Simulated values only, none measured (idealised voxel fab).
Proc. module: voxel transistor to metal
Shown is cross-section cut, with a width of 215 nm and square cells of size 5 nm.
Cross-section spec: square-cell grid; bands listed top down; each band is one or more rows. Look at the band entry: it leads with the top's height and the bottom's height in nm. Then it lists the materials left to right, with a width in nm for each. The word "throughout" on a single material says that material fills the band edge to edge. The word "blank" is empty space. Heights are reckoned from 0. Under this level, the received wafer is all of one material. The bottommost band is open-ended downward, for example "from 0 down". The width entry "30..40" should be interpreted row by row: the top row of cells in the band takes the first number, the bottom row takes the second number, and the change between adjacent rows is uniform throughout. You'll sometimes find "remained the same" written for a step, and that's the way of saying that nowhere in the cross-section did a cell change during that step. The entry titled "Cavities, sealed" provides the empty spaces that have no open way to the top, restricted to those of 8 cells or more. Each is presented as width x height at distance, the distance being measured from the left edge, with all three in nm. Read whatever lies past the settings on a step's line as the simulator's own remark about the step. For masked steps, "overlay nm" on the step line gives how far right of plan the mask actually lay; a minus sign means it lay to the left.

Set out below are the planned steps of the process
1. RECEIVE: material Si
2. OXIDIZE: depth nm 5
3. CONFORMAL_DEP: material SiN, thk nm 10
4. DIRECTIONAL_DEP: material aC, thk nm 15
5. PATTERN: tone cover, mask id ACTIVE, material resist, width nm 115, thk nm 30, overlay nm 0
6. DIRECTIONAL_ETCH: etch materials aC, depth nm 15
7. STRIP: etch materials resist
8. DIRECTIONAL_ETCH: etch materials SiN, depth nm 10
9. DIRECTIONAL_ETCH: etch materials SiO2, depth nm 5
10. DIRECTIONAL_ETCH: etch materials Si, depth nm 25
11. STRIP: etch materials aC
12. FILL_DEP: material SiO2, thk nm 10
13. CMP: height nm 10
14. SELECTIVE_ETCH: etch materials SiO2, depth nm 10
15. STRIP: etch materials SiN
16. SELECTIVE_ETCH: etch materials SiO2, depth nm 5
17. OXIDIZE: depth nm 5
18. DIRECTIONAL_DEP: material polySi, thk nm 25
19. DIRECTIONAL_DEP: material SiCN, thk nm 15
20. PATTERN: tone cover, mask id GATE, material resist, width nm 35, thk nm 15, overlay nm 0
21. DIRECTIONAL_ETCH: etch materials SiCN, depth nm 25
22. DIRECTIONAL_ETCH: etch materials polySi, depth nm 35
23. STRIP: etch materials resist
24. CONFORMAL_DEP: material SiO2, thk nm 5
25. DIRECTIONAL_ETCH: etch materials SiO2, depth nm 5
26. CONFORMAL_DEP: material SiN, thk nm 5
27. DIRECTIONAL_ETCH: etch materials SiN, depth nm 5
28. DIRECTIONAL_ETCH: etch materials SiO2, depth nm 5
29. EPI: material pSi, thk nm 5
30. FILL_DEP: material SiO2, thk nm 10
31. CMP: height nm 20
32. STRIP: etch materials polySi
33. SELECTIVE_ETCH: etch materials SiO2, depth nm 5
34. CONFORMAL_DEP: material HfO2, thk nm 5
35. CONFORMAL_DEP: material TiN, thk nm 5
36. FILL_DEP: material W, thk nm 10
37. CMP: height nm 15
38. DIRECTIONAL_DEP: material SiO2, thk nm 15
39. MASKED_ETCH: tone open, mask id CONTACT, width nm 15, pitch nm 80, etch materials SiO2, depth nm 35, overlay nm 0
40. CONFORMAL_DEP: material TiN, thk nm 5
41. FILL_DEP: material W, thk nm 5
42. CMP: height nm 30
43. CONFORMAL_DEP: material SiCN, thk nm 5
44. DIRECTIONAL_DEP: material SiO2, thk nm 20
45. PATTERN: tone open, mask id METAL_1, material resist, width nm 15, pitch nm 80, thk nm 15, overlay nm 0
46. DIRECTIONAL_ETCH: etch materials SiO2, depth nm 20
47. DIRECTIONAL_ETCH: etch materials SiCN, depth nm 5
48. STRIP: etch materials resist
49. CONFORMAL_DEP: material TiN, thk nm 5
50. FILL_DEP: material Cu, thk nm 10
51. CMP: height nm 55
52. EPI: material Ru, thk nm 5
53. FILL_DEP: material SiCN, thk nm 5

Wafer as received: cross-section following step 1
	from 0 down = Si throughout
	Cavities, sealed: none

Figure: cross-sectional view of the wafer upon completion of the module, processed from the initial state and according to the plan depicted above, with one error introduced during execution
	from 65 to 60 = SiCN throughout
	from 60 to 55 = SiCN 55 nm / Ru 25 nm / SiCN 55 nm / Ru 25 nm / SiCN 55 nm
	from 55 to 35 = SiO2 60 nm / TiN 5 nm / Cu 5 nm / TiN 5 nm / SiO2 65 nm / TiN 5 nm / Cu 5 nm / TiN 5 nm / SiO2 60 nm
	from 35 to 30 = SiCN 60 nm / TiN 15 nm / SiCN 65 nm / TiN 15 nm / SiCN 60 nm
	from 30 to 15 = SiO2 60 nm / TiN 5 nm / W 5 nm / TiN 5 nm / SiO2 65 nm / TiN 5 nm / W 5 nm / TiN 5 nm / SiO2 60 nm
	from 15 to 0 = SiO2 60 nm / TiN 5 nm / W 5 nm / TiN 5 nm / SiO2 5 nm / SiN 5 nm / HfO2 5 nm / TiN 5 nm / W 25 nm / TiN 5 nm / HfO2 5 nm / SiN 5 nm / SiO2 5 nm / TiN 5 nm / W 5 nm / TiN 5 nm / SiO2 60 nm
	from 0 to -5 = SiO2 60 nm / TiN 15 nm / SiO2 5 nm / SiN 5 nm / HfO2 5 nm / TiN 35 nm / HfO2 5 nm / SiN 5 nm / SiO2 5 nm / TiN 15 nm / SiO2 60 nm
	from -5 to -10 = SiO2 45 nm / pSi 35 nm / SiO2 5 nm / HfO2 45 nm / SiO2 5 nm / pSi 35 nm / SiO2 45 nm
	from -10 to -55 = SiO2 50 nm / Si 115 nm / SiO2 50 nm
	from -55 down = Si throughout
	Cavities, sealed: none
Heads up, the wafer didn't run the way we planned it: plan step 10 was twice executed
